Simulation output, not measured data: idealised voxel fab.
You're looking at the process module voxel self aligned vias.
Xsec cut, 270 nm wide, square cell size 5 nm.
A cross-section is a grid of square cells, given in bands from the top down. A band is one or more rows of cells. Heads up on the band format: heights come first, top then bottom, in nm. After that it's the materials left to right, each with its width in nm. A single material flagged "full width" fills the whole band edge to edge, and "empty" means there's empty space there. Below 0: as-received wafer, all one material; heights counted from there. Lowest band: no bottom, goes on down, written "0 nm and below". Note: "30->40" means the width goes from the first number (top row of the band) to the second number (bottom row) in equal steps per row of cells. For the purposes of this document, the phrase "nothing was modified" attached to a step denotes that no cell within the cross-section was modified by that step. Reported under the label "Voids, enclosed" are the empty spaces having no open way to the top and comprising 8 cells or more; the notation for each is width x height at distance, in which the distance is measured from the left edge and all three values are in nm. Past the settings on a step's line: simulator remark, on that step. "overlay nm", when on a step's line for a step with a mask, measures how far to the right of its planned place the mask lay; a negative measure means to the left.
[The following list gives the planned process steps]
1) RECEIVE (material Si)
2) CONFORMAL_DEP (material SiO2; thk nm 10)
3) CONFORMAL_DEP (material SiCN; thk nm 5)
4) DIRECTIONAL_DEP (material SiO2; thk nm 20)
5) MASKED_ETCH (tone open; mask id LINES; width nm 30; pitch nm 60; etch materials SiO2; depth nm 20; overlay nm 0)
6) CONFORMAL_DEP (material TiN; thk nm 5)
7) FILL_DEP (material Ru; thk nm 10)
8) CMP (height nm 35)
9) SELECTIVE_ETCH (etch materials W Ru TiN; depth nm 10)
10) FILL_DEP (material SiN; thk nm 10)
11) CMP (height nm 35)
12) DIRECTIONAL_DEP (material SiO2; thk nm 15)
13) MASKED_ETCH (tone open; mask id VIAS; width nm 40; etch materials SiO2; depth nm 15; overlay nm 0)
14) MASKED_ETCH (tone open; mask id VIAS; width nm 40; etch materials SiN; depth nm 10; overlay nm 0)
15) CONFORMAL_DEP (material TiN; thk nm 5)
16) FILL_DEP (material Ru; thk nm 10)
17) CMP (height nm 50)
18) CONFORMAL_DEP (material SiN; thk nm 5)
[First of two wafers: run as planned]
[Cross-section, incoming material, after step 1]
    0 nm and below | Si full width
    Voids, enclosed: none
[Upon completion of step 2, the wafer appears in cross-section as shown]
    10 nm to 0 nm | SiO2 full width
    below 0: unchanged
[Upon completion of step 3, the wafer appears in cross-section as shown]
    15 nm to 10 nm | SiCN full width
    below 10: unchanged
[Upon completion of step 4, the wafer appears in cross-section as shown]
    35 nm to 15 nm | SiO2 full width
    below 15: unchanged
[Upon completion of step 5, the wafer appears in cross-section as shown]
    35 nm to 15 nm | 90 nm SiO2 | 30 nm empty | 30 nm SiO2 | 30 nm empty | 90 nm SiO2
    below 15: unchanged
[Upon completion of step 6, the wafer appears in cross-section as shown]
    40 nm to 35 nm | 95 nm TiN | 20 nm empty | 40 nm TiN | 20 nm empty | 95 nm TiN
    35 nm to 20 nm | 90 nm SiO2 | 5 nm TiN | 20 nm empty | 5 nm TiN | 30 nm SiO2 | 5 nm TiN | 20 nm empty | 5 nm TiN | 90 nm SiO2
    20 nm to 15 nm | 90 nm SiO2 | 30 nm TiN | 30 nm SiO2 | 30 nm TiN | 90 nm SiO2
    below 15: unchanged
[Upon completion of step 7, the wafer appears in cross-section as shown]
    50 nm to 40 nm | Ru full width
    40 nm to 35 nm | 95 nm TiN | 20 nm Ru | 40 nm TiN | 20 nm Ru | 95 nm TiN
    35 nm to 20 nm | 90 nm SiO2 | 5 nm TiN | 20 nm Ru | 5 nm TiN | 30 nm SiO2 | 5 nm TiN | 20 nm Ru | 5 nm TiN | 90 nm SiO2
    below 20: unchanged
[Upon completion of step 8, the wafer appears in cross-section as shown]
    35 nm to 20 nm | 90 nm SiO2 | 5 nm TiN | 20 nm Ru | 5 nm TiN | 30 nm SiO2 | 5 nm TiN | 20 nm Ru | 5 nm TiN | 90 nm SiO2
    below 20: unchanged
[Upon completion of step 9, the wafer appears in cross-section as shown]
    35 nm to 25 nm | 90 nm SiO2 | 30 nm empty | 30 nm SiO2 | 30 nm empty | 90 nm SiO2
    below 25: unchanged
[Upon completion of step 10, the wafer appears in cross-section as shown]
    45 nm to 35 nm | SiN full width
    35 nm to 25 nm | 90 nm SiO2 | 30 nm SiN | 30 nm SiO2 | 30 nm SiN | 90 nm SiO2
    below 25: unchanged
[Upon completion of step 11, the wafer appears in cross-section as shown]
    35 nm to 25 nm | 90 nm SiO2 | 30 nm SiN | 30 nm SiO2 | 30 nm SiN | 90 nm SiO2
    below 25: unchanged
[Upon completion of step 12, the wafer appears in cross-section as shown]
    50 nm to 35 nm | SiO2 full width
    below 35: unchanged
[Upon completion of step 13, the wafer appears in cross-section as shown]
    50 nm to 35 nm | 85 nm SiO2 | 40 nm empty | 145 nm SiO2
    below 35: unchanged
[Upon completion of step 14, the wafer appears in cross-section as shown]
    50 nm to 35 nm | 85 nm SiO2 | 40 nm empty | 145 nm SiO2
    35 nm to 25 nm | 90 nm SiO2 | 30 nm empty | 30 nm SiO2 | 30 nm SiN | 90 nm SiO2
    below 25: unchanged
[Upon completion of step 15, the wafer appears in cross-section as shown]
    55 nm to 50 nm | 90 nm TiN | 30 nm empty | 150 nm TiN
    50 nm to 40 nm | 85 nm SiO2 | 5 nm TiN | 30 nm empty | 5 nm TiN | 145 nm SiO2
    40 nm to 35 nm | 85 nm SiO2 | 10 nm TiN | 20 nm empty | 10 nm TiN | 145 nm SiO2
    35 nm to 30 nm | 90 nm SiO2 | 5 nm TiN | 20 nm empty | 5 nm TiN | 30 nm SiO2 | 30 nm SiN | 90 nm SiO2
    30 nm to 25 nm | 90 nm SiO2 | 30 nm TiN | 30 nm SiO2 | 30 nm SiN | 90 nm SiO2
    below 25: unchanged
[Upon completion of step 16, the wafer appears in cross-section as shown]
    65 nm to 55 nm | Ru full width
    55 nm to 50 nm | 90 nm TiN | 30 nm Ru | 150 nm TiN
    50 nm to 40 nm | 85 nm SiO2 | 5 nm TiN | 30 nm Ru | 5 nm TiN | 145 nm SiO2
    40 nm to 35 nm | 85 nm SiO2 | 10 nm TiN | 20 nm Ru | 10 nm TiN | 145 nm SiO2
    35 nm to 30 nm | 90 nm SiO2 | 5 nm TiN | 20 nm Ru | 5 nm TiN | 30 nm SiO2 | 30 nm SiN | 90 nm SiO2
    below 30: unchanged
[Upon completion of step 17, the wafer appears in cross-section as shown]
    50 nm to 40 nm | 85 nm SiO2 | 5 nm TiN | 30 nm Ru | 5 nm TiN | 145 nm SiO2
    below 40: unchanged
[Upon completion of step 18, the wafer appears in cross-section as shown]
    55 nm to 50 nm | SiN full width
    below 50: unchanged
[Wafer two. Identical start, identical plan. One mistake in execution. Identical history through step 17]
[Second wafer: cross-section at the scheduled end of step 18]
    65 nm to 50 nm | SiN full width
    below 50: unchanged
It is concluded that the wafer was processed incorrectly with respect to the plan, in that step 18 did not happen as planned, as run it was CONFORMAL_DEP (material SiN; thk nm 15)
at the end the second wafer has, in cells: SiN +108
